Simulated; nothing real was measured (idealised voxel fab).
process module | voxel self aligned contacts
cross-section cut | 210 nm wide | cells 5 nm
A cross-section is a grid of square cells, given in bands from the top down. A band is one or more rows of cells.
Each band's line starts with the height of the band's top and of its bottom, in nm. Then come its materials from left to right, each with its width in nm. One material with "throughout" fills the band from edge to edge. "air" is empty space.
Height 0 is the level under which the wafer as received is all one material. The lowest band goes on downwards, as in "0 down".
A width such as "30 to 40" changes by the same amount from each row of cells to the next, from the band's top row to its bottom row.
"no change" after a step means that no cell of the cross-section changed.
closed voids: empty space of 8 cells or more with no open way to the top, each as width x height at its distance from the left edge, in nm
after a step's settings: what the simulator itself notes on the step
overlay nm, on a step with a mask: how far to the right of its planned place the mask lay; to the left if negative
plan
1 op RECEIVE | material Si
2 op CONFORMAL_DEP | material SiO2 | thk nm 5
3 op DIRECTIONAL_DEP | material polySi | thk nm 20
4 op DIRECTIONAL_DEP | material SiN | thk nm 15
5 op DIRECTIONAL_DEP | material aC | thk nm 15
6 op PATTERN | tone cover | mask id GATE | material resist | width nm 30 | pitch nm 55 | thk nm 30 | overlay nm -15
7 op DIRECTIONAL_ETCH | etch materials aC | depth nm 15
8 op STRIP | etch materials resist
9 op DIRECTIONAL_ETCH | etch materials SiN | depth nm 15
10 op DIRECTIONAL_ETCH | etch materials polySi | depth nm 20
11 op STRIP | etch materials aC
12 op CONFORMAL_DEP | material SiN | thk nm 5
13 op DIRECTIONAL_ETCH | etch materials SiN | depth nm 5
14 op FILL_DEP | material SiO2 | thk nm 20
15 op CMP | height nm 50
16 op DIRECTIONAL_DEP | material aC | thk nm 10
17 op PATTERN | tone open | mask id CONTACT | material resist | width nm 35 | thk nm 30 | overlay nm 0
18 op DIRECTIONAL_ETCH | etch materials aC | depth nm 10
19 op STRIP | etch materials resist
20 op DIRECTIONAL_ETCH | etch materials SiO2 | depth nm 50
21 op STRIP | etch materials aC
22 op CONFORMAL_DEP | material TiN | thk nm 5
23 op FILL_DEP | material W | thk nm 10
24 op CMP | height nm 50
25 op CONFORMAL_DEP | material SiN | thk nm 5
varied across the wafers: overlay nm of step 6. The plan shows the first wafer's value. All wafers start alike
first wafer as received, after step 1
  0 down: Si throughout
  closed voids: none
first wafer at the end, after step 25
  55 to 50: SiN throughout
  50 to 45: SiO2 85 | TiN 5 | W 25 | TiN 5 | SiO2 90
  45 to 40: SiO2 85 | TiN 35 | SiO2 90
  40 to 25: SiO2 40 | SiN 40 | SiO2 5 | TiN 10 | SiN 40 | SiO2 75
  25 to 5: SiO2 40 | SiN 5 | polySi 30 | SiN 5 | SiO2 5 | TiN 10 | SiN 5 | polySi 30 | SiN 5 | SiO2 75
  5 to 0: SiO2 85 | TiN 10 | SiO2 115
  0 down: Si throughout
  closed voids: none
last wafer at the end
  55 to 50: SiN throughout
  50 to 45: SiO2 85 | TiN 5 | W 25 | TiN 5 | SiO2 90
  45 to 40: SiO2 85 | TiN 35 | SiO2 90
  40 to 25: SiO2 70 | SiN 40 | TiN 10 | SiO2 5 | SiN 40 | SiO2 45
  25 to 5: SiO2 70 | SiN 5 | polySi 30 | SiN 5 | TiN 10 | SiO2 5 | SiN 5 | polySi 30 | SiN 5 | SiO2 45
  5 to 0: SiO2 110 | TiN 10 | SiO2 90
  0 down: Si throughout
  closed voids: none
each wafer at the end: cells of each material gained (+) or lost (-) since it was received, then its closed voids
overlay nm -15 | +106 SiN | +278 SiO2 | +25 TiN | +5 W | +48 polySi | closed voids: none
overlay nm -10 | +106 SiN | +270 SiO2 | +25 TiN | +13 W | +48 polySi | closed voids: none
overlay nm -5 | +106 SiN | +270 SiO2 | +25 TiN | +13 W | +48 polySi | closed voids: none
overlay nm 0 | +106 SiN | +270 SiO2 | +25 TiN | +13 W | +48 polySi | closed voids: none
overlay nm 5 | +106 SiN | +270 SiO2 | +25 TiN | +13 W | +48 polySi | closed voids: none
overlay nm 10 | +106 SiN | +270 SiO2 | +25 TiN | +13 W | +48 polySi | closed voids: none
overlay nm 15 | +106 SiN | +278 SiO2 | +25 TiN | +5 W | +48 polySi | closed voids: none
